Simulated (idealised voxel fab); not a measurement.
The process module that follows is named voxel gate over fins.
cross-section cut | 280 nm wide | cells 5 nm
Cross-sections here: square-cell grids, written as top-down lists of bands, a band being one or more rows of cells.
Heads up on the band format: heights come first, top then bottom, in nm. After that it's the materials left to right, each with its width in nm. A single material flagged "throughout" fills the whole band edge to edge, and "blank" means there's empty space there.
Counting heights begins at 0, where everything beneath is, in the wafer as received, one material. The lowest band has no bottom; it goes on downwards, as "0 -> down" shows.
Width: "30..40" (first number = top row, second number = bottom row, same change from row to row of cells).
No cell of the cross-section changed in a step that is given as "remained the same".
Any empty space of 8 cells or more lacking an open way to the top shows up in "Tabulated closed voids" as width x height at distance, distance from the left edge, in nm.
Step line, after settings: the simulator's comment on this step.
You can add "overlay nm" to a step's line. For a step with a mask, it describes how far the mask lay to the right of its planned position, and a negative number describes a lay to the left.

-- Process steps - plan
- 1: op RECEIVE | material Si
- 2: op CONFORMAL_DEP | material SiN | thk nm 5
- 3: op PATTERN | tone cover | mask id FINS | material resist | width nm 15 | pitch nm 45 | thk nm 20 | overlay nm 0
- 4: op DIRECTIONAL_ETCH | etch materials SiN | depth nm 5
- 5: op DIRECTIONAL_ETCH | etch materials Si | depth nm 30
- 6: op STRIP | etch materials resist
- 7: op FILL_DEP | material SiO2 | thk nm 5
- 8: op CMP | height nm 5
- 9: op SELECTIVE_ETCH | etch materials SiO2 | depth nm 15
- 10: op STRIP | etch materials SiN
- 11: op CONFORMAL_DEP | material HfO2 | thk nm 5
- 12: op CONFORMAL_DEP | material TiN | thk nm 5
- 13: op FILL_DEP | material W | thk nm 10
- 14: op CMP | height nm 15
- 15: op CONFORMAL_DEP | material SiCN | thk nm 5

-- as received, after step 1
- 0 -> down | Si throughout
- Tabulated closed voids: none

-- Cross-section, end of module. Start: as above. Plan: as above. Execution: one mistake
- 20 -> 15 | SiCN throughout
- 15 -> 10 | W throughout
- 10 -> 5 | W: 100 / HfO2: 35 / W: 10 / HfO2: 35 / W: 100
- 5 -> 0 | W: 100 / HfO2: 5 / TiN: 25 / HfO2: 5 / W: 10 / HfO2: 5 / TiN: 25 / HfO2: 5 / W: 100
- 0 -> -5 | HfO2: 105 / TiN: 5 / Si: 15 / TiN: 5 / HfO2: 20 / TiN: 5 / Si: 15 / TiN: 5 / HfO2: 105
- -5 -> -10 | TiN: 110 / Si: 15 / TiN: 30 / Si: 15 / TiN: 110
- -10 -> -30 | SiO2: 110 / Si: 15 / SiO2: 30 / Si: 15 / SiO2: 110
- -30 -> down | Si throughout
- Tabulated closed voids: none
what went wrong: steps 11 and 12 got flipped, so each one ran where the other should have
